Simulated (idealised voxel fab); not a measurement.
process module | voxel spacer lines
cross-section cut | 210 nm wide | cells 5 nm
A cross-section is a grid of square cells, given in bands from the top down. A band is one or more rows of cells.
Each band's line starts with the height of the band's top and of its bottom, in nm. Then come its materials from left to right, each with its width in nm. One material with "throughout" fills the band from edge to edge. "air" is empty space.
Height 0 is the level under which the wafer as received is all one material. The lowest band goes on downwards, as in "0 down".
A width such as "30 to 40" changes by the same amount from each row of cells to the next, from the band's top row to its bottom row.
"no change" after a step means that no cell of the cross-section changed.
closed voids: empty space of 8 cells or more with no open way to the top, each as width x height at its distance from the left edge, in nm
after a step's settings: what the simulator itself notes on the step
overlay nm, on a step with a mask: how far to the right of its planned place the mask lay; to the left if negative
plan
1 op RECEIVE | material Si
2 op CONFORMAL_DEP | material Al2O3 | thk nm 5
3 op DIRECTIONAL_DEP | material polySi | thk nm 20
4 op DIRECTIONAL_DEP | material aC | thk nm 30
5 op PATTERN | tone cover | mask id MANDREL | material resist | width nm 25 | pitch nm 70 | thk nm 40 | overlay nm 0
6 op DIRECTIONAL_ETCH | etch materials aC | depth nm 30
7 op STRIP | etch materials resist
8 op CONFORMAL_DEP | material SiN | thk nm 10
9 op DIRECTIONAL_ETCH | etch materials SiN | depth nm 10
10 op STRIP | etch materials aC
11 op DIRECTIONAL_ETCH | etch materials polySi | depth nm 20
12 op STRIP | etch materials SiN
13 op FILL_DEP | material SiO2 | thk nm 5
14 op CMP | height nm 25
first wafer, as planned
as received, after step 1
  0 down: Si throughout
  closed voids: none
after step 2
  5 to 0: Al2O3 throughout
  below 0: unchanged
after step 3
  25 to 5: polySi throughout
  below 5: unchanged
after step 4
  55 to 25: aC throughout
  below 25: unchanged
after step 5
  95 to 55: air 55 | resist 25 | air 45 | resist 25 | air 60
  below 55: unchanged
after step 6
  65 to 55: air 55 | resist 25 | air 45 | resist 25 | air 60
  55 to 25: air 55 | aC 25 | air 45 | aC 25 | air 60
  below 25: unchanged
after step 7
  55 to 25: air 55 | aC 25 | air 45 | aC 25 | air 60
  below 25: unchanged
after step 8
  65 to 55: air 45 | SiN 45 | air 25 | SiN 45 | air 50
  55 to 35: air 45 | SiN 10 | aC 25 | SiN 10 | air 25 | SiN 10 | aC 25 | SiN 10 | air 50
  35 to 25: SiN 55 | aC 25 | SiN 45 | aC 25 | SiN 60
  below 25: unchanged
after step 9
  55 to 25: air 45 | SiN 10 | aC 25 | SiN 10 | air 25 | SiN 10 | aC 25 | SiN 10 | air 50
  below 25: unchanged
after step 10
  55 to 25: air 45 | SiN 10 | air 25 | SiN 10 | air 25 | SiN 10 | air 25 | SiN 10 | air 50
  below 25: unchanged
after step 11
  55 to 25: air 45 | SiN 10 | air 25 | SiN 10 | air 25 | SiN 10 | air 25 | SiN 10 | air 50
  25 to 5: air 45 | polySi 10 | air 25 | polySi 10 | air 25 | polySi 10 | air 25 | polySi 10 | air 50
  below 5: unchanged
after step 12
  25 to 5: air 45 | polySi 10 | air 25 | polySi 10 | air 25 | polySi 10 | air 25 | polySi 10 | air 50
  below 5: unchanged
after step 13
  30 to 25: SiO2 throughout
  25 to 5: SiO2 45 | polySi 10 | SiO2 25 | polySi 10 | SiO2 25 | polySi 10 | SiO2 25 | polySi 10 | SiO2 50
  below 5: unchanged
after step 14
  25 to 5: SiO2 45 | polySi 10 | SiO2 25 | polySi 10 | SiO2 25 | polySi 10 | SiO2 25 | polySi 10 | SiO2 50
  below 5: unchanged
second wafer: like start, like plan, one mistake. Through step 4 it matches the first wafer
when step 5 should have ended
  95 to 55: resist 55 | air 25 | resist 45 | air 25 | resist 60
  below 55: unchanged
when step 6 should have ended
  65 to 55: resist 55 | air 25 | resist 45 | air 25 | resist 60
  55 to 25: aC 55 | air 25 | aC 45 | air 25 | aC 60
  below 25: unchanged
when step 7 should have ended
  55 to 25: aC 55 | air 25 | aC 45 | air 25 | aC 60
  below 25: unchanged
when step 8 should have ended
  65 to 55: SiN 65 | air 5 | SiN 65 | air 5 | SiN 70
  55 to 35: aC 55 | SiN 10 | air 5 | SiN 10 | aC 45 | SiN 10 | air 5 | SiN 10 | aC 60
  35 to 25: aC 55 | SiN 25 | aC 45 | SiN 25 | aC 60
  below 25: unchanged
when step 9 should have ended
  55 to 25: aC 55 | SiN 10 | air 5 | SiN 10 | aC 45 | SiN 10 | air 5 | SiN 10 | aC 60
  below 25: unchanged
when step 10 should have ended
  55 to 25: air 55 | SiN 10 | air 5 | SiN 10 | air 45 | SiN 10 | air 5 | SiN 10 | air 60
  below 25: unchanged
when step 11 should have ended
  55 to 25: air 55 | SiN 10 | air 5 | SiN 10 | air 45 | SiN 10 | air 5 | SiN 10 | air 60
  25 to 5: air 55 | polySi 10 | air 5 | polySi 10 | air 45 | polySi 10 | air 5 | polySi 10 | air 60
  below 5: unchanged
when step 12 should have ended
  25 to 5: air 55 | polySi 10 | air 5 | polySi 10 | air 45 | polySi 10 | air 5 | polySi 10 | air 60
  below 5: unchanged
when step 13 should have ended
  30 to 25: SiO2 throughout
  25 to 5: SiO2 55 | polySi 10 | SiO2 5 | polySi 10 | SiO2 45 | polySi 10 | SiO2 5 | polySi 10 | SiO2 60
  below 5: unchanged
when step 14 should have ended
  25 to 5: SiO2 55 | polySi 10 | SiO2 5 | polySi 10 | SiO2 45 | polySi 10 | SiO2 5 | polySi 10 | SiO2 60
  below 5: unchanged
what went wrong: step 5 ran as: op PATTERN | tone open | mask id MANDREL | material resist | width nm 25 | pitch nm 70 | thk nm 40 | overlay nm 0
at the end the second wafer has, in cells: as many of each material as the first, in other places
